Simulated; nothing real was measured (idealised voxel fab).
This is a process module. Its name is voxel fin reveal.
In the cross-section labelled cut, the width is 275 nm and each square cell is 5 nm.
Cross-section, as written here: a square-cell grid given band by band from the top down, where a band holds one or more rows of cells. This entry defines a band. It first specifies the height of the band's top and the height of its bottom in nm, and then specifies the band's materials from left to right, stating each material with its width in nm. The word "edge to edge" identifies a single material that fills the band from edge to edge, while the word "air" identifies empty space. Basically, 0 is our baseline, since under it the wafer straight out of the box is all one material. The bottom band has no lower end and keeps on going down, so it looks like "0..down". Read "30->40" as a graded width: first number on top, second number at the bottom, same change between each pair of neighbouring rows. "remained unchanged" (step): cross-section cells unchanged, all of them. "Closed cavity list" means: voids of 8 cells or more that are shut off from the top with no open way through. Written width x height at distance, distance from the left edge, in nm. Where a step's line continues beyond its settings, the continuation is a remark by the simulator itself on that step. overlay nm, on a step with a mask: how far to the right of its planned place the mask lay; to the left if negative. Pairs from here to the end. Each: cross-section before one process step, cross-section after it, the latter only as far down as the lowest band that changed. Under each: the step between, and its settings. Mind that the pairs may be taken from different runs of this module on the same starting wafer; whether a pair continues from the pair above depends on its entry headed "Pre-step geometry", and it does only where that entry says so.

-- Pre-step geometry
  0..down = Si edge to edge
  Closed cavity list: none

-- Cut View, Post-Step
  5..0 = SiN edge to edge
  Below 0, the layers are the same as they were.
  Closed cavity list: none
Which step turns the before cross-section above into the after cross-section? CONFORMAL_DEP (material SiN; thk nm 5)

Pre-step geometry: as in the pair right above, post-step view.

-- Cut View, Post-Step
  15..5 = aC edge to edge
  Below 5, the layers are the same as they were.
  Closed cavity list: none
Which step turns the before cross-section above into the after cross-section? DIRECTIONAL_DEP (material aC; thk nm 10)

Pre-step geometry: as in the pair right above, post-step view.

-- Cut View, Post-Step
  40..15 = air 95, then resist 15, then air 20, then resist 15, then air 20, then resist 15, then air 95
  Below 15, the layers are the same as they were.
  Closed cavity list: none
Which step turns the before cross-section above into the after cross-section? PATTERN (tone cover; mask id FINS; material resist; width nm 15; pitch nm 35; thk nm 25; overlay nm 0)

Pre-step geometry: as in the pair right above, post-step view.

-- Cut View, Post-Step
  30..15 = air 95, then resist 15, then air 20, then resist 15, then air 20, then resist 15, then air 95
  15..5 = air 95, then aC 15, then air 20, then aC 15, then air 20, then aC 15, then air 95
  Below 5, the layers are the same as they were.
  Closed cavity list: none
Which step turns the before cross-section above into the after cross-section? DIRECTIONAL_ETCH (etch materials aC; depth nm 10)

Pre-step geometry: as in the pair right above, post-step view.

-- Cut View, Post-Step
  15..5 = air 95, then aC 15, then air 20, then aC 15, then air 20, then aC 15, then air 95
  Below 5, the layers are the same as they were.
  Closed cavity list: none
Which step turns the before cross-section above into the after cross-section? STRIP (etch materials resist)

Pre-step geometry: as in the pair right above, post-step view.

-- Cut View, Post-Step
  15..5 = air 95, then aC 15, then air 20, then aC 15, then air 20, then aC 15, then air 95
  5..0 = air 95, then SiN 15, then air 20, then SiN 15, then air 20, then SiN 15, then air 95
  Below 0, the layers are the same as they were.
  Closed cavity list: none
Which step turns the before cross-section above into the after cross-section? DIRECTIONAL_ETCH (etch materials SiN; depth nm 5)

Pre-step geometry: as in the pair right above, post-step view.

-- Cut View, Post-Step
  15..5 = air 95, then aC 15, then air 20, then aC 15, then air 20, then aC 15, then air 95
  5..0 = air 95, then SiN 15, then air 20, then SiN 15, then air 20, then SiN 15, then air 95
  0..-35 = air 95, then Si 15, then air 20, then Si 15, then air 20, then Si 15, then air 95
  Below -35, the layers are the same as they were.
  Closed cavity list: none
Which step turns the before cross-section above into the after cross-section? DIRECTIONAL_ETCH (etch materials Si; depth nm 35)

Pre-step geometry: as in the pair right above, post-step view.

-- Cut View, Post-Step
  5..0 = air 95, then SiN 15, then air 20, then SiN 15, then air 20, then SiN 15, then air 95
  Below 0, the layers are the same as they were.
  Closed cavity list: none
Which step turns the before cross-section above into the after cross-section? STRIP (etch materials aC)

Pre-step geometry: as in the pair right above, post-step view.

-- Cut View, Post-Step
  10..5 = SiO2 edge to edge
  5..0 = SiO2 95, then SiN 15, then SiO2 20, then SiN 15, then SiO2 20, then SiN 15, then SiO2 95
  0..-35 = SiO2 95, then Si 15, then SiO2 20, then Si 15, then SiO2 20, then Si 15, then SiO2 95
  Below -35, the layers are the same as they were.
  Closed cavity list: none
Which step turns the before cross-section above into the after cross-section? FILL_DEP (material SiO2; thk nm 5)

Pre-step geometry: as in the pair right above, post-step view.

-- Cut View, Post-Step
  5..0 = SiO2 95, then SiN 15, then SiO2 20, then SiN 15, then SiO2 20, then SiN 15, then SiO2 95
  Below 0, the layers are the same as they were.
  Closed cavity list: none
Which step turns the before cross-section above into the after cross-section? CMP (height nm 5)

Pre-step geometry: as in the pair right above, post-step view.

-- Cut View, Post-Step
  5..0 = air 95, then SiN 15, then air 20, then SiN 15, then air 20, then SiN 15, then air 95
  0..-10 = air 95, then Si 15, then air 20, then Si 15, then air 20, then Si 15, then air 95
  Below -10, the layers are the same as they were.
  Closed cavity list: none
Which step turns the before cross-section above into the after cross-section? SELECTIVE_ETCH (etch materials SiO2; depth nm 15)

Pre-step geometry: as in the pair right above, post-step view.

-- Cut View, Post-Step
  0..-10 = air 95, then Si 15, then air 20, then Si 15, then air 20, then Si 15, then air 95
  Below -10, the layers are the same as they were.
  Closed cavity list: none
Which step turns the before cross-section above into the after cross-section? STRIP (etch materials SiN)

Pre-step geometry: as in the pair right above, post-step view.

-- Cut View, Post-Step
  5..0 = air 90, then SiO2 25, then air 10, then SiO2 25, then air 10, then SiO2 25, then air 90
  0..-5 = air 90, then SiO2 5, then Si 15, then SiO2 5, then air 10, then SiO2 5, then Si 15, then SiO2 5, then air 10, then SiO2 5, then Si 15, then SiO2 5, then air 90
  -5..-35 = SiO2 95, then Si 15, then SiO2 20, then Si 15, then SiO2 20, then Si 15, then SiO2 95
  Below -35, the layers are the same as they were.
  Closed cavity list: none
Which step turns the before cross-section above into the after cross-section? CONFORMAL_DEP (material SiO2; thk nm 5)

-- Pre-step geometry
  15..5 = air 95, then aC 15, then air 20, then aC 15, then air 20, then aC 15, then air 95
  5..0 = air 95, then SiN 15, then air 20, then SiN 15, then air 20, then SiN 15, then air 95
  0..-35 = air 95, then Si 15, then air 20, then Si 15, then air 20, then Si 15, then air 95
  -35..down = Si edge to edge
  Closed cavity list: none

-- Cut View, Post-Step
  15..5 = air 95, then aC 15, then air 20, then aC 15, then air 20, then aC 15, then air 95
  5..0 = air 95, then SiN 15, then air 20, then SiN 15, then air 20, then SiN 15, then air 95
  0..-70 = air 95, then Si 15, then air 20, then Si 15, then air 20, then Si 15, then air 95
  Below -70, the layers are the same as they were.
  Closed cavity list: none
Which step turns the before cross-section above into the after cross-section? DIRECTIONAL_ETCH (etch materials Si; depth nm 35)

Pre-step geometry: as in the pair right above, post-step view.

-- Cut View, Post-Step
  5..0 = air 95, then SiN 15, then air 20, then SiN 15, then air 20, then SiN 15, then air 95
  Below 0, the layers are the same as they were.
  Closed cavity list: none
Which step turns the before cross-section above into the after cross-section? STRIP (etch materials aC)

Pre-step geometry: as in the pair right above, post-step view.

-- Cut View, Post-Step
  10..5 = SiO2 edge to edge
  5..0 = SiO2 95, then SiN 15, then SiO2 20, then SiN 15, then SiO2 20, then SiN 15, then SiO2 95
  0..-70 = SiO2 95, then Si 15, then SiO2 20, then Si 15, then SiO2 20, then Si 15, then SiO2 95
  Below -70, the layers are the same as they were.
  Closed cavity list: none
Which step turns the before cross-section above into the after cross-section? FILL_DEP (material SiO2; thk nm 5)

Pre-step geometry: as in the pair right above, post-step view.

-- Cut View, Post-Step
  5..0 = SiO2 95, then SiN 15, then SiO2 20, then SiN 15, then SiO2 20, then SiN 15, then SiO2 95
  Below 0, the layers are the same as they were.
  Closed cavity list: none
Which step turns the before cross-section above into the after cross-section? CMP (height nm 5)

Pre-step geometry: as in the pair right above, post-step view.

-- Cut View, Post-Step
  5..0 = air 95, then SiN 15, then air 20, then SiN 15, then air 20, then SiN 15, then air 95
  0..-10 = air 95, then Si 15, then air 20, then Si 15, then air 20, then Si 15, then air 95
  Below -10, the layers are the same as they were.
  Closed cavity list: none
Which step turns the before cross-section above into the after cross-section? SELECTIVE_ETCH (etch materials SiO2; depth nm 15)

Pre-step geometry: as in the pair right above, post-step view.

-- Cut View, Post-Step
  0..-10 = air 95, then Si 15, then air 20, then Si 15, then air 20, then Si 15, then air 95
  Below -10, the layers are the same as they were.
  Closed cavity list: none
Which step turns the before cross-section above into the after cross-section? STRIP (etch materials SiN)

Pre-step geometry: as in the pair right above, post-step view.

-- Cut View, Post-Step
  5..0 = air 90, then SiO2 25, then air 10, then SiO2 25, then air 10, then SiO2 25, then air 90
  0..-5 = air 90, then SiO2 5, then Si 15, then SiO2 5, then air 10, then SiO2 5, then Si 15, then SiO2 5, then air 10, then SiO2 5, then Si 15, then SiO2 5, then air 90
  -5..-70 = SiO2 95, then Si 15, then SiO2 20, then Si 15, then SiO2 20, then Si 15, then SiO2 95
  Below -70, the layers are the same as they were.
  Closed cavity list: none
Which step turns the before cross-section above into the after cross-section? CONFORMAL_DEP (material SiO2; thk nm 5)

-- Pre-step geometry
  5..0 = SiO2 95, then SiN 15, then SiO2 20, then SiN 15, then SiO2 20, then SiN 15, then SiO2 95
  0..-35 = SiO2 95, then Si 15, then SiO2 20, then Si 15, then SiO2 20, then Si 15, then SiO2 95
  -35..down = Si edge to edge
  Closed cavity list: none

-- Cut View, Post-Step
  5..0 = SiO2 95, then air 15, then SiO2 20, then air 15, then SiO2 20, then air 15, then SiO2 95
  Below 0, the layers are the same as they were.
  Closed cavity list: none
Which step turns the before cross-section above into the after cross-section? STRIP (etch materials SiN)

Pre-step geometry: as in the pair right above, post-step view.

-- Cut View, Post-Step
  0..-10 = air 95, then Si 15, then air 20, then Si 15, then air 20, then Si 15, then air 95
  -10..-15 = SiO2 80, then air 15, then Si 15, then air 20, then Si 15, then air 20, then Si 15, then air 15, then SiO2 80
  Below -15, the layers are the same as they were.
  Closed cavity list: none
Which step turns the before cross-section above into the after cross-section? SELECTIVE_ETCH (etch materials SiO2; depth nm 15)

Pre-step geometry: as in the pair right above, post-step view.

-- Cut View, Post-Step
  5..0 = air 90, then SiO2 25, then air 10, then SiO2 25, then air 10, then SiO2 25, then air 90
  0..-5 = air 90, then SiO2 5, then Si 15, then SiO2 5, then air 10, then SiO2 5, then Si 15, then SiO2 5, then air 10, then SiO2 5, then Si 15, then SiO2 5, then air 90
  -5..-10 = SiO2 85, then air 5, then SiO2 5, then Si 15, then SiO2 5, then air 10, then SiO2 5, then Si 15, then SiO2 5, then air 10, then SiO2 5, then Si 15, then SiO2 5, then air 5, then SiO2 85
  -10..-35 = SiO2 95, then Si 15, then SiO2 20, then Si 15, then SiO2 20, then Si 15, then SiO2 95
  Below -35, the layers are the same as they were.
  Closed cavity list: none
Which step turns the before cross-section above into the after cross-section? CONFORMAL_DEP (material SiO2; thk nm 5)

-- Pre-step geometry
  10..5 = SiO2 edge to edge
  5..0 = SiO2 95, then SiN 15, then SiO2 20, then SiN 15, then SiO2 20, then SiN 15, then SiO2 95
  0..-35 = SiO2 95, then Si 15, then SiO2 20, then Si 15, then SiO2 20, then Si 15, then SiO2 95
  -35..down = Si edge to edge
  Closed cavity list: none

-- Cut View, Post-Step
  -5..-35 = SiO2 95, then Si 15, then SiO2 20, then Si 15, then SiO2 20, then Si 15, then SiO2 95
  Below -35, the layers are the same as they were.
  Closed cavity list: none
Which step turns the before cross-section above into the after cross-section? CMP (height nm -5)

Pre-step geometry: as in the pair right above, post-step view.

-- Cut View, Post-Step
  -5..-20 = air 95, then Si 15, then air 20, then Si 15, then air 20, then Si 15, then air 95
  Below -20, the layers are the same as they were.
  Closed cavity list: none
Which step turns the before cross-section above into the after cross-section? SELECTIVE_ETCH (etch materials SiO2; depth nm 15)

Pre-step geometry: as in the pair right above, post-step view.

-- Cut View, Post-Step
  0..-5 = air 90, then SiO2 25, then air 10, then SiO2 25, then air 10, then SiO2 25, then air 90
  -5..-15 = air 90, then SiO2 5, then Si 15, then SiO2 5, then air 10, then SiO2 5, then Si 15, then SiO2 5, then air 10, then SiO2 5, then Si 15, then SiO2 5, then air 90
  -15..-35 = SiO2 95, then Si 15, then SiO2 20, then Si 15, then SiO2 20, then Si 15, then SiO2 95
  Below -35, the layers are the same as they were.
  Closed cavity list: none
Which step turns the before cross-section above into the after cross-section? CONFORMAL_DEP (material SiO2; thk nm 5)

-- Pre-step geometry
  15..5 = aC edge to edge
  5..0 = SiN edge to edge
  0..down = Si edge to edge
  Closed cavity list: none

-- Cut View, Post-Step
  40..15 = air 95, then resist 20, then air 15, then resist 20, then air 15, then resist 20, then air 90
  Below 15, the layers are the same as they were.
  Closed cavity list: none
Which step turns the before cross-section above into the after cross-section? PATTERN (tone cover; mask id FINS; material resist; width nm 20; pitch nm 35; thk nm 25; overlay nm 0)

Pre-step geometry: as in the pair right above, post-step view.

-- Cut View, Post-Step
  30..15 = air 95, then resist 20, then air 15, then resist 20, then air 15, then resist 20, then air 90
  15..5 = air 95, then aC 20, then air 15, then aC 20, then air 15, then aC 20, then air 90
  Below 5, the layers are the same as they were.
  Closed cavity list: none
Which step turns the before cross-section above into the after cross-section? DIRECTIONAL_ETCH (etch materials aC; depth nm 10)

Pre-step geometry: as in the pair right above, post-step view.

-- Cut View, Post-Step
  15..5 = air 95, then aC 20, then air 15, then aC 20, then air 15, then aC 20, then air 90
  Below 5, the layers are the same as they were.
  Closed cavity list: none
Which step turns the before cross-section above into the after cross-section? STRIP (etch materials resist)

Pre-step geometry: as in the pair right above, post-step view.

-- Cut View, Post-Step
  15..5 = air 95, then aC 20, then air 15, then aC 20, then air 15, then aC 20, then air 90
  5..0 = air 95, then SiN 20, then air 15, then SiN 20, then air 15, then SiN 20, then air 90
  Below 0, the layers are the same as they were.
  Closed cavity list: none
Which step turns the before cross-section above into the after cross-section? DIRECTIONAL_ETCH (etch materials SiN; depth nm 5)

Pre-step geometry: as in the pair right above, post-step view.

-- Cut View, Post-Step
  15..5 = air 95, then aC 20, then air 15, then aC 20, then air 15, then aC 20, then air 90
  5..0 = air 95, then SiN 20, then air 15, then SiN 20, then air 15, then SiN 20, then air 90
  0..-35 = air 95, then Si 20, then air 15, then Si 20, then air 15, then Si 20, then air 90
  Below -35, the layers are the same as they were.
  Closed cavity list: none
Which step turns the before cross-section above into the after cross-section? DIRECTIONAL_ETCH (etch materials Si; depth nm 35)

Pre-step geometry: as in the pair right above, post-step view.

-- Cut View, Post-Step
  5..0 = air 95, then SiN 20, then air 15, then SiN 20, then air 15, then SiN 20, then air 90
  Below 0, the layers are the same as they were.
  Closed cavity list: none
Which step turns the before cross-section above into the after cross-section? STRIP (etch materials aC)

Pre-step geometry: as in the pair right above, post-step view.

-- Cut View, Post-Step
  10..5 = SiO2 edge to edge
  5..0 = SiO2 95, then SiN 20, then SiO2 15, then SiN 20, then SiO2 15, then SiN 20, then SiO2 90
  0..-35 = SiO2 95, then Si 20, then SiO2 15, then Si 20, then SiO2 15, then Si 20, then SiO2 90
  Below -35, the layers are the same as they were.
  Closed cavity list: none
Which step turns the before cross-section above into the after cross-section? FILL_DEP (material SiO2; thk nm 5)

Pre-step geometry: as in the pair right above, post-step view.

-- Cut View, Post-Step
  5..0 = SiO2 95, then SiN 20, then SiO2 15, then SiN 20, then SiO2 15, then SiN 20, then SiO2 90
  Below 0, the layers are the same as they were.
  Closed cavity list: none
Which step turns the before cross-section above into the after cross-section? CMP (height nm 5)

Pre-step geometry: as in the pair right above, post-step view.

-- Cut View, Post-Step
  5..0 = air 95, then SiN 20, then air 15, then SiN 20, then air 15, then SiN 20, then air 90
  0..-10 = air 95, then Si 20, then air 15, then Si 20, then air 15, then Si 20, then air 90
  Below -10, the layers are the same as they were.
  Closed cavity list: none
Which step turns the before cross-section above into the after cross-section? SELECTIVE_ETCH (etch materials SiO2; depth nm 15)

Pre-step geometry: as in the pair right above, post-step view.

-- Cut View, Post-Step
  0..-10 = air 95, then Si 20, then air 15, then Si 20, then air 15, then Si 20, then air 90
  Below -10, the layers are the same as they were.
  Closed cavity list: none
Which step turns the before cross-section above into the after cross-section? STRIP (etch materials SiN)

Pre-step geometry: as in the pair right above, post-step view.

-- Cut View, Post-Step
  5..0 = air 90, then SiO2 30, then air 5, then SiO2 30, then air 5, then SiO2 30, then air 85
  0..-5 = air 90, then SiO2 5, then Si 20, then SiO2 5, then air 5, then SiO2 5, then Si 20, then SiO2 5, then air 5, then SiO2 5, then Si 20, then SiO2 5, then air 85
  -5..-35 = SiO2 95, then Si 20, then SiO2 15, then Si 20, then SiO2 15, then Si 20, then SiO2 90
  Below -35, the layers are the same as they were.
  Closed cavity list: none
Which step turns the before cross-section above into the after cross-section? CONFORMAL_DEP (material SiO2; thk nm 5)

-- Pre-step geometry
  15..5 = aC edge to edge
  5..0 = SiN edge to edge
  0..down = Si edge to edge
  Closed cavity list: none

-- Cut View, Post-Step
  40..15 = air 105, then resist 15, then air 20, then resist 15, then air 20, then resist 15, then air 85
  Below 15, the layers are the same as they were.
  Closed cavity list: none
Which step turns the before cross-section above into the after cross-section? PATTERN (tone cover; mask id FINS; material resist; width nm 15; pitch nm 35; thk nm 25; overlay nm 10)

Pre-step geometry: as in the pair right above, post-step view.

-- Cut View, Post-Step
  30..15 = air 105, then resist 15, then air 20, then resist 15, then air 20, then resist 15, then air 85
  15..5 = air 105, then aC 15, then air 20, then aC 15, then air 20, then aC 15, then air 85
  Below 5, the layers are the same as they were.
  Closed cavity list: none
Which step turns the before cross-section above into the after cross-section? DIRECTIONAL_ETCH (etch materials aC; depth nm 10)

Pre-step geometry: as in the pair right above, post-step view.

-- Cut View, Post-Step
  15..5 = air 105, then aC 15, then air 20, then aC 15, then air 20, then aC 15, then air 85
  Below 5, the layers are the same as they were.
  Closed cavity list: none
Which step turns the before cross-section above into the after cross-section? STRIP (etch materials resist)

Pre-step geometry: as in the pair right above, post-step view.

-- Cut View, Post-Step
  15..5 = air 105, then aC 15, then air 20, then aC 15, then air 20, then aC 15, then air 85
  5..0 = air 105, then SiN 15, then air 20, then SiN 15, then air 20, then SiN 15, then air 85
  Below 0, the layers are the same as they were.
  Closed cavity list: none
Which step turns the before cross-section above into the after cross-section? DIRECTIONAL_ETCH (etch materials SiN; depth nm 5)

Pre-step geometry: as in the pair right above, post-step view.

-- Cut View, Post-Step
  15..5 = air 105, then aC 15, then air 20, then aC 15, then air 20, then aC 15, then air 85
  5..0 = air 105, then SiN 15, then air 20, then SiN 15, then air 20, then SiN 15, then air 85
  0..-35 = air 105, then Si 15, then air 20, then Si 15, then air 20, then Si 15, then air 85
  Below -35, the layers are the same as they were.
  Closed cavity list: none
Which step turns the before cross-section above into the after cross-section? DIRECTIONAL_ETCH (etch materials Si; depth nm 35)

Pre-step geometry: as in the pair right above, post-step view.

-- Cut View, Post-Step
  5..0 = air 105, then SiN 15, then air 20, then SiN 15, then air 20, then SiN 15, then air 85
  Below 0, the layers are the same as they were.
  Closed cavity list: none
Which step turns the before cross-section above into the after cross-section? STRIP (etch materials aC)

Pre-step geometry: as in the pair right above, post-step view.

-- Cut View, Post-Step
  10..5 = SiO2 edge to edge
  5..0 = SiO2 105, then SiN 15, then SiO2 20, then SiN 15, then SiO2 20, then SiN 15, then SiO2 85
  0..-35 = SiO2 105, then Si 15, then SiO2 20, then Si 15, then SiO2 20, then Si 15, then SiO2 85
  Below -35, the layers are the same as they were.
  Closed cavity list: none
Which step turns the before cross-section above into the after cross-section? FILL_DEP (material SiO2; thk nm 5)

Pre-step geometry: as in the pair right above, post-step view.

-- Cut View, Post-Step
  5..0 = SiO2 105, then SiN 15, then SiO2 20, then SiN 15, then SiO2 20, then SiN 15, then SiO2 85
  Below 0, the layers are the same as they were.
  Closed cavity list: none
Which step turns the before cross-section above into the after cross-section? CMP (height nm 5)

Pre-step geometry: as in the pair right above, post-step view.

-- Cut View, Post-Step
  5..0 = air 105, then SiN 15, then air 20, then SiN 15, then air 20, then SiN 15, then air 85
  0..-10 = air 105, then Si 15, then air 20, then Si 15, then air 20, then Si 15, then air 85
  Below -10, the layers are the same as they were.
  Closed cavity list: none
Which step turns the before cross-section above into the after cross-section? SELECTIVE_ETCH (etch materials SiO2; depth nm 15)

Pre-step geometry: as in the pair right above, post-step view.

-- Cut View, Post-Step
  0..-10 = air 105, then Si 15, then air 20, then Si 15, then air 20, then Si 15, then air 85
  Below -10, the layers are the same as they were.
  Closed cavity list: none
Which step turns the before cross-section above into the after cross-section? STRIP (etch materials SiN)

Pre-step geometry: as in the pair right above, post-step view.

-- Cut View, Post-Step
  5..0 = air 100, then SiO2 25, then air 10, then SiO2 25, then air 10, then SiO2 25, then air 80
  0..-5 = air 100, then SiO2 5, then Si 15, then SiO2 5, then air 10, then SiO2 5, then Si 15, then SiO2 5, then air 10, then SiO2 5, then Si 15, then SiO2 5, then air 80
  -5..-35 = SiO2 105, then Si 15, then SiO2 20, then Si 15, then SiO2 20, then Si 15, then SiO2 85
  Below -35, the layers are the same as they were.
  Closed cavity list: none
Which step turns the before cross-section above into the after cross-section? CONFORMAL_DEP (material SiO2; thk nm 5)

-- Pre-step geometry
  5..0 = air 95, then SiN 15, then air 20, then SiN 15, then air 20, then SiN 15, then air 95
  0..-10 = air 95, then Si 15, then air 20, then Si 15, then air 20, then Si 15, then air 95
  -10..-35 = SiO2 95, then Si 15, then SiO2 20, then Si 15, then SiO2 20, then Si 15, then SiO2 95
  -35..down = Si edge to edge
  Closed cavity list: none

-- Cut View, Post-Step
  5..0 = air 95, then SiN 15, then air 20, then SiN 15, then air 20, then SiN 15, then air 95
  0..-35 = air 95, then Si 15, then air 20, then Si 15, then air 20, then Si 15, then air 95
  Below -35, the layers are the same as they were.
  Closed cavity list: none
Which step turns the before cross-section above into the after cross-section? STRIP (etch materials SiO2)

Pre-step geometry: as in the pair right above, post-step view.

-- Cut View, Post-Step
  10..5 = air 90, then SiO2 25, then air 10, then SiO2 25, then air 10, then SiO2 25, then air 90
  5..0 = air 90, then SiO2 5, then SiN 15, then SiO2 5, then air 10, then SiO2 5, then SiN 15, then SiO2 5, then air 10, then SiO2 5, then SiN 15, then SiO2 5, then air 90
  0..-30 = air 90, then SiO2 5, then Si 15, then SiO2 5, then air 10, then SiO2 5, then Si 15, then SiO2 5, then air 10, then SiO2 5, then Si 15, then SiO2 5, then air 90
  -30..-35 = SiO2 95, then Si 15, then SiO2 20, then Si 15, then SiO2 20, then Si 15, then SiO2 95
  Below -35, the layers are the same as they were.
  Closed cavity list: none
Which step turns the before cross-section above into the after cross-section? CONFORMAL_DEP (material SiO2; thk nm 5)

-- Pre-step geometry
  15..5 = aC edge to edge
  5..0 = SiN edge to edge
  0..down = Si edge to edge
  Closed cavity list: none

-- Cut View, Post-Step
  40..15 = resist 95, then air 15, then resist 20, then air 15, then resist 20, then air 15, then resist 95
  Below 15, the layers are the same as they were.
  Closed cavity list: none
Which step turns the before cross-section above into the after cross-section? PATTERN (tone open; mask id FINS; material resist; width nm 15; pitch nm 35; thk nm 25; overlay nm 0)

Pre-step geometry: as in the pair right above, post-step view.

-- Cut View, Post-Step
  30..15 = resist 95, then air 15, then resist 20, then air 15, then resist 20, then air 15, then resist 95
  15..5 = aC 95, then air 15, then aC 20, then air 15, then aC 20, then air 15, then aC 95
  Below 5, the layers are the same as they were.
  Closed cavity list: none
Which step turns the before cross-section above into the after cross-section? DIRECTIONAL_ETCH (etch materials aC; depth nm 10)

Pre-step geometry: as in the pair right above, post-step view.

-- Cut View, Post-Step
  15..5 = aC 95, then air 15, then aC 20, then air 15, then aC 20, then air 15, then aC 95
  Below 5, the layers are the same as they were.
  Closed cavity list: none
Which step turns the before cross-section above into the after cross-section? STRIP (etch materials resist)

Pre-step geometry: as in the pair right above, post-step view.

-- Cut View, Post-Step
  15..5 = aC 95, then air 15, then aC 20, then air 15, then aC 20, then air 15, then aC 95
  5..0 = SiN 95, then air 15, then SiN 20, then air 15, then SiN 20, then air 15, then SiN 95
  Below 0, the layers are the same as they were.
  Closed cavity list: none
Which step turns the before cross-section above into the after cross-section? DIRECTIONAL_ETCH (etch materials SiN; depth nm 5)

Pre-step geometry: as in the pair right above, post-step view.

-- Cut View, Post-Step
  15..5 = aC 95, then air 15, then aC 20, then air 15, then aC 20, then air 15, then aC 95
  5..0 = SiN 95, then air 15, then SiN 20, then air 15, then SiN 20, then air 15, then SiN 95
  0..-35 = Si 95, then air 15, then Si 20, then air 15, then Si 20, then air 15, then Si 95
  Below -35, the layers are the same as they were.
  Closed cavity list: none
Which step turns the before cross-section above into the after cross-section? DIRECTIONAL_ETCH (etch materials Si; depth nm 35)

Pre-step geometry: as in the pair right above, post-step view.

-- Cut View, Post-Step
  5..0 = SiN 95, then air 15, then SiN 20, then air 15, then SiN 20, then air 15, then SiN 95
  Below 0, the layers are the same as they were.
  Closed cavity list: none
Which step turns the before cross-section above into the after cross-section? STRIP (etch materials aC)

Pre-step geometry: as in the pair right above, post-step view.

-- Cut View, Post-Step
  10..5 = SiO2 edge to edge
  5..0 = SiN 95, then SiO2 15, then SiN 20, then SiO2 15, then SiN 20, then SiO2 15, then SiN 95
  0..-35 = Si 95, then SiO2 15, then Si 20, then SiO2 15, then Si 20, then SiO2 15, then Si 95
  Below -35, the layers are the same as they were.
  Closed cavity list: none
Which step turns the before cross-section above into the after cross-section? FILL_DEP (material SiO2; thk nm 5)

Pre-step geometry: as in the pair right above, post-step view.

-- Cut View, Post-Step
  5..0 = SiN 95, then SiO2 15, then SiN 20, then SiO2 15, then SiN 20, then SiO2 15, then SiN 95
  Below 0, the layers are the same as they were.
  Closed cavity list: none
Which step turns the before cross-section above into the after cross-section? CMP (height nm 5)

Pre-step geometry: as in the pair right above, post-step view.

-- Cut View, Post-Step
  5..0 = SiN 95, then air 15, then SiN 20, then air 15, then SiN 20, then air 15, then SiN 95
  0..-10 = Si 95, then air 15, then Si 20, then air 15, then Si 20, then air 15, then Si 95
  Below -10, the layers are the same as they were.
  Closed cavity list: none
Which step turns the before cross-section above into the after cross-section? SELECTIVE_ETCH (etch materials SiO2; depth nm 15)

Pre-step geometry: as in the pair right above, post-step view.

-- Cut View, Post-Step
  0..-10 = Si 95, then air 15, then Si 20, then air 15, then Si 20, then air 15, then Si 95
  Below -10, the layers are the same as they were.
  Closed cavity list: none
Which step turns the before cross-section above into the after cross-section? STRIP (etch materials SiN)

Pre-step geometry: as in the pair right above, post-step view.

-- Cut View, Post-Step
  5..0 = SiO2 100, then air 5, then SiO2 30, then air 5, then SiO2 30, then air 5, then SiO2 100
  0..-5 = Si 95, then SiO2 5, then air 5, then SiO2 5, then Si 20, then SiO2 5, then air 5, then SiO2 5, then Si 20, then SiO2 5, then air 5, then SiO2 5, then Si 95
  -5..-35 = Si 95, then SiO2 15, then Si 20, then SiO2 15, then Si 20, then SiO2 15, then Si 95
  Below -35, the layers are the same as they were.
  Closed cavity list: none
Which step turns the before cross-section above into the after cross-section? CONFORMAL_DEP (material SiO2; thk nm 5)
